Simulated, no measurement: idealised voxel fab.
This is a process module. Its name is voxel ribs on slabs.
Section cut is 230 nm wide and gridded with 5 nm square cells.
Cross-section spec: square-cell grid; bands listed top down; each band is one or more rows.
Within each band entry, the heights of the top and of the bottom of the band appear first, in that order and in nm; the materials of the band then follow from left to right, each with its corresponding width in nm. The designation "full width" on a single material indicates that it fills the band from edge to edge; the designation "empty" indicates empty space.
Counting heights begins at 0, where everything beneath is, in the wafer as received, one material. The lowest band has no bottom; it goes on downwards, as "z 0 and below" shows.
A width given as "30..40" starts at the first number in the band's top row and ends at the second number in its bottom row, shifting by an equal amount at every step from row to row.
Key: "remained unchanged" - step with no changed cell in the cross-section.
Empty spaces counting at least 8 cells and having no open way to the top are listed in "Entrapped voids". The notation width x height at distance is used for each, the distance being from the left edge and all three values in nm.
Step line, after settings: the simulator's comment on this step.
For masked steps, "overlay nm" on the step line gives how far right of plan the mask actually lay; a minus sign means it lay to the left.
The planned process steps are enumerated hereunder
- 1: RECEIVE: material Si
- 2: DIRECTIONAL_DEP: material SiO2, thk nm 30
- 3: DIRECTIONAL_DEP: material SiN, thk nm 25
- 4: DIRECTIONAL_DEP: material aC, thk nm 10
- 5: PATTERN: tone cover, mask id RIB, material resist, width nm 25, thk nm 25, overlay nm 0
- 6: DIRECTIONAL_ETCH: etch materials aC, depth nm 10
- 7: STRIP: etch materials resist
- 8: DIRECTIONAL_ETCH: etch materials SiN, depth nm 10
- 9: STRIP: etch materials aC
- 10: DIRECTIONAL_DEP: material aC, thk nm 15
- 11: PATTERN: tone cover, mask id SLAB, material resist, width nm 85, thk nm 30, overlay nm 0
- 12: DIRECTIONAL_ETCH: etch materials aC, depth nm 15
- 13: STRIP: etch materials resist
- 14: DIRECTIONAL_ETCH: etch materials SiN, depth nm 15
- 15: STRIP: etch materials aC
- 16: FILL_DEP: material SiO2, thk nm 15
- 17: CMP: height nm 65
- 18: DIRECTIONAL_DEP: material TiN, thk nm 5
- 19: PATTERN: tone cover, mask id HEATER, material resist, width nm 35, thk nm 20, overlay nm 0
- 20: DIRECTIONAL_ETCH: etch materials TiN, depth nm 5
- 21: STRIP: etch materials resist
- 22: CONFORMAL_DEP: material SiN, thk nm 10
The cross-section here shows the wafer as received, i.e. in its state after step 1
* z 0 and below  Si full width
* Entrapped voids: none
Here's the wafer cut in cross-section after the module, started and planned just like above, except one thing was done wrong in the run
* z 80 to 75  empty (85), SiN (55), empty (90)
* z 75 to 70  SiN full width
* z 70 to 65  SiN (95), TiN (35), SiN (100)
* z 65 to 55  SiO2 full width
* z 55 to 45  SiO2 (110), SiN (25), SiO2 (95)
* z 45 to 30  SiO2 (70), SiN (85), SiO2 (75)
* z 30 to 0  SiO2 full width
* z 0 and below  Si full width
* Entrapped voids: none
Run error: rather than as planned, step 5 actually ran as PATTERN: tone cover, mask id RIB, material resist, width nm 25, thk nm 25, overlay nm 10
